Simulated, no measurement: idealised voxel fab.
The process module that follows is named voxel double patterning.
The width of the displayed cross-section, cut, is 180 nm; its cells are square, with a size of 5 nm.
Cross-sections here: square-cell grids, written as top-down lists of bands, a band being one or more rows of cells.
Within each band entry, the heights of the top and of the bottom of the band appear first, in that order and in nm; the materials of the band then follow from left to right, each with its corresponding width in nm. The designation "all across" on a single material indicates that it fills the band from edge to edge; the designation "blank" indicates empty space.
The reference from which all heights are counted is 0, the level beneath which the as-received wafer is entirely one material; the lowest band, having no lower bound, proceeds downward and is written after the example "0 down".
Per-row width for "30 to 40": begins at first number (top row of band), ends at second number (bottom row), increment between rows held constant.
Where the words "no modifications" appear for a step, the cross-section shows no cell changed by that step; every cell remained as before.
Under "Closed internal cavities" you'll find the enclosed gaps, the ones with no way out to the top, that are 8 cells or bigger; each reads width x height at distance, with distance counted from the left edge, everything in nm.
Anything after a step's settings on that line? It's the simulator's own note about the step.
"overlay nm" answers the question of how far to the right of plan the mask lay on a step that has a mask, and when it is negative the answer is to the left.

## These are the steps we planned for the process
1) RECEIVE, material Si
2) CONFORMAL_DEP, material SiO2, thk nm 5
3) DIRECTIONAL_DEP, material W, thk nm 20
4) DIRECTIONAL_DEP, material SiCN, thk nm 5
5) MASKED_ETCH, tone open, mask id FIRST, width nm 15, pitch nm 50, etch materials SiCN, depth nm 5, overlay nm 0
6) PATTERN, tone open, mask id SECOND, material resist, width nm 15, pitch nm 50, thk nm 15, overlay nm 0
7) DIRECTIONAL_ETCH, etch materials SiCN, depth nm 5
8) STRIP, etch materials resist
9) DIRECTIONAL_ETCH, etch materials W, depth nm 20
10) STRIP, etch materials SiCN

## Cross-section of the wafer upon arrival, representing the state reached after step 1
* 0 down = Si all across
* Closed internal cavities: none

## Starting structure and process plan are as shown above, but one mistake was made in running the module; the wafer cross-section at the end of the module follows
* 20 to 0 = 30 nm W, then 15 nm blank, then 10 nm W, then 15 nm blank, then 10 nm W, then 15 nm blank, then 10 nm W, then 15 nm blank, then 10 nm W, then 15 nm blank, then 35 nm W
* 0 down = Si all across
* Closed internal cavities: none
Here's what went sideways: heads up, step 2 of the plan was skipped and never actually ran
